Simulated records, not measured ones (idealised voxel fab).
process module | voxel transistor to metal
cross-section cut | 210 nm wide | cells 5 nm
A cross-section is a grid of square cells, given in bands from the top down. A band is one or more rows of cells.
Each band's line starts with the height of the band's top and of its bottom, in nm. Then come its materials from left to right, each with its width in nm. One material with "throughout" fills the band from edge to edge. "air" is empty space.
Height 0 is the level under which the wafer as received is all one material. The lowest band goes on downwards, as in "0 down".
A width such as "30 to 40" changes by the same amount from each row of cells to the next, from the band's top row to its bottom row.
"no change" after a step means that no cell of the cross-section changed.
closed voids: empty space of 8 cells or more with no open way to the top, each as width x height at its distance from the left edge, in nm
after a step's settings: what the simulator itself notes on the step
overlay nm, on a step with a mask: how far to the right of its planned place the mask lay; to the left if negative
plan
1 op RECEIVE | material Si
2 op OXIDIZE | depth nm 5
3 op CONFORMAL_DEP | material SiN | thk nm 10
4 op DIRECTIONAL_DEP | material aC | thk nm 10
5 op PATTERN | tone cover | mask id ACTIVE | material resist | width nm 85 | thk nm 30 | overlay nm 0
6 op DIRECTIONAL_ETCH | etch materials aC | depth nm 10
7 op STRIP | etch materials resist
8 op DIRECTIONAL_ETCH | etch materials SiN | depth nm 10
9 op DIRECTIONAL_ETCH | etch materials SiO2 | depth nm 5
10 op DIRECTIONAL_ETCH | etch materials Si | depth nm 25
11 op STRIP | etch materials aC
12 op OXIDIZE | depth nm 5
13 op FILL_DEP | material SiO2 | thk nm 15
14 op CMP | height nm 10
15 op SELECTIVE_ETCH | etch materials SiO2 | depth nm 5
16 op STRIP | etch materials SiN
17 op SELECTIVE_ETCH | etch materials SiO2 | depth nm 5
18 op OXIDIZE | depth nm 5
19 op DIRECTIONAL_DEP | material polySi | thk nm 25
20 op DIRECTIONAL_DEP | material SiCN | thk nm 10
21 op DIRECTIONAL_DEP | material aC | thk nm 15
22 op PATTERN | tone cover | mask id GATE | material resist | width nm 15 | thk nm 35 | overlay nm 0
23 op DIRECTIONAL_ETCH | etch materials aC | depth nm 15
24 op STRIP | etch materials resist
25 op DIRECTIONAL_ETCH | etch materials SiCN | depth nm 20
26 op DIRECTIONAL_ETCH | etch materials polySi | depth nm 35
27 op STRIP | etch materials aC
28 op CONFORMAL_DEP | material SiO2 | thk nm 5
29 op DIRECTIONAL_ETCH | etch materials SiO2 | depth nm 5
30 op CONFORMAL_DEP | material SiN | thk nm 5
31 op DIRECTIONAL_ETCH | etch materials SiN | depth nm 5
32 op DIRECTIONAL_ETCH | etch materials SiO2 | depth nm 5
33 op EPI | material pSi | thk nm 5
34 op FILL_DEP | material SiO2 | thk nm 10
35 op CMP | height nm 30
36 op DIRECTIONAL_DEP | material SiO2 | thk nm 15
37 op PATTERN | tone open | mask id CONTACT | material resist | width nm 25 | pitch nm 50 | thk nm 20 | overlay nm 0
38 op DIRECTIONAL_ETCH | etch materials SiO2 | depth nm 50
39 op STRIP | etch materials resist
40 op CONFORMAL_DEP | material TiN | thk nm 5
41 op FILL_DEP | material W | thk nm 5
42 op CMP | height nm 45
43 op CONFORMAL_DEP | material SiN | thk nm 5
44 op DIRECTIONAL_DEP | material lowk | thk nm 25
45 op DIRECTIONAL_DEP | material aC | thk nm 10
46 op PATTERN | tone open | mask id METAL_1 | material resist | width nm 15 | pitch nm 60 | thk nm 25 | overlay nm 0
47 op DIRECTIONAL_ETCH | etch materials aC | depth nm 10
48 op STRIP | etch materials resist
49 op DIRECTIONAL_ETCH | etch materials lowk | depth nm 25
50 op DIRECTIONAL_ETCH | etch materials SiN | depth nm 5
51 op STRIP | etch materials aC
52 op CONFORMAL_DEP | material TiN | thk nm 5
53 op FILL_DEP | material W | thk nm 10
54 op CMP | height nm 75
55 op CONFORMAL_DEP | material SiCN | thk nm 5
56 op DIRECTIONAL_DEP | material lowk | thk nm 35
57 op PATTERN | tone open | mask id METAL_2 | material resist | width nm 15 | pitch nm 60 | thk nm 20 | overlay nm 0
58 op DIRECTIONAL_ETCH | etch materials lowk | depth nm 20
59 op STRIP | etch materials resist
60 op PATTERN | tone open | mask id METAL_2_HOLES | material resist | width nm 15 | pitch nm 60 | thk nm 15 | overlay nm 0
61 op DIRECTIONAL_ETCH | etch materials lowk | depth nm 15
62 op DIRECTIONAL_ETCH | etch materials SiCN | depth nm 5
63 op STRIP | etch materials resist
64 op CONFORMAL_DEP | material TiN | thk nm 5
65 op FILL_DEP | material Cu | thk nm 5
66 op CMP | height nm 115
67 op CONFORMAL_DEP | material SiN | thk nm 5
as received, after step 1
  0 down: Si throughout
  closed voids: none
a wafer at the end: this start, this plan, one mistake
  120 to 115: SiN throughout
  115 to 80: lowk 65 | TiN 5 | Cu 5 | TiN 5 | lowk 45 | TiN 5 | Cu 5 | TiN 5 | lowk 70
  80 to 75: SiCN 65 | TiN 15 | SiCN 45 | TiN 15 | SiCN 70
  75 to 50: lowk 65 | TiN 5 | W 5 | TiN 5 | lowk 45 | TiN 5 | W 5 | TiN 5 | lowk 70
  50 to 45: SiN 65 | TiN 15 | SiN 45 | TiN 15 | SiN 70
  45 to 35: SiO2 65 | TiN 5 | W 20 | TiN 5 | SiO2 20 | TiN 5 | W 20 | TiN 5 | SiO2 65
  35 to 30: SiO2 65 | TiN 5 | W 10 | TiN 15 | SiO2 20 | TiN 10 | W 15 | TiN 5 | SiO2 65
  30 to 20: SiO2 65 | TiN 5 | W 10 | TiN 5 | SiN 5 | TiN 5 | SiCN 15 | SiO2 5 | SiN 5 | TiN 5 | W 15 | TiN 5 | SiO2 65
  20 to 5: SiO2 65 | TiN 5 | W 10 | TiN 5 | SiN 5 | TiN 5 | polySi 15 | SiO2 5 | SiN 5 | TiN 5 | W 15 | TiN 5 | SiO2 65
  5 to 0: SiO2 65 | TiN 5 | W 10 | TiN 5 | SiN 5 | TiN 5 | polySi 15 | SiO2 5 | SiN 5 | TiN 5 | W 10 | TiN 10 | SiO2 65
  0 to -5: SiO2 60 | SiN 5 | TiN 20 | SiN 5 | TiN 5 | polySi 15 | SiO2 5 | SiN 5 | TiN 20 | SiN 5 | SiO2 65
  -5 to -10: SiO2 65 | pSi 20 | SiO2 35 | pSi 20 | SiO2 70
  -10 to -35: SiO2 65 | Si 75 | SiO2 70
  -35 down: Si throughout
  closed voids: none
what went wrong: step 37 ran as: op PATTERN | tone open | mask id CONTACT | material resist | width nm 30 | pitch nm 50 | thk nm 20 | overlay nm 0
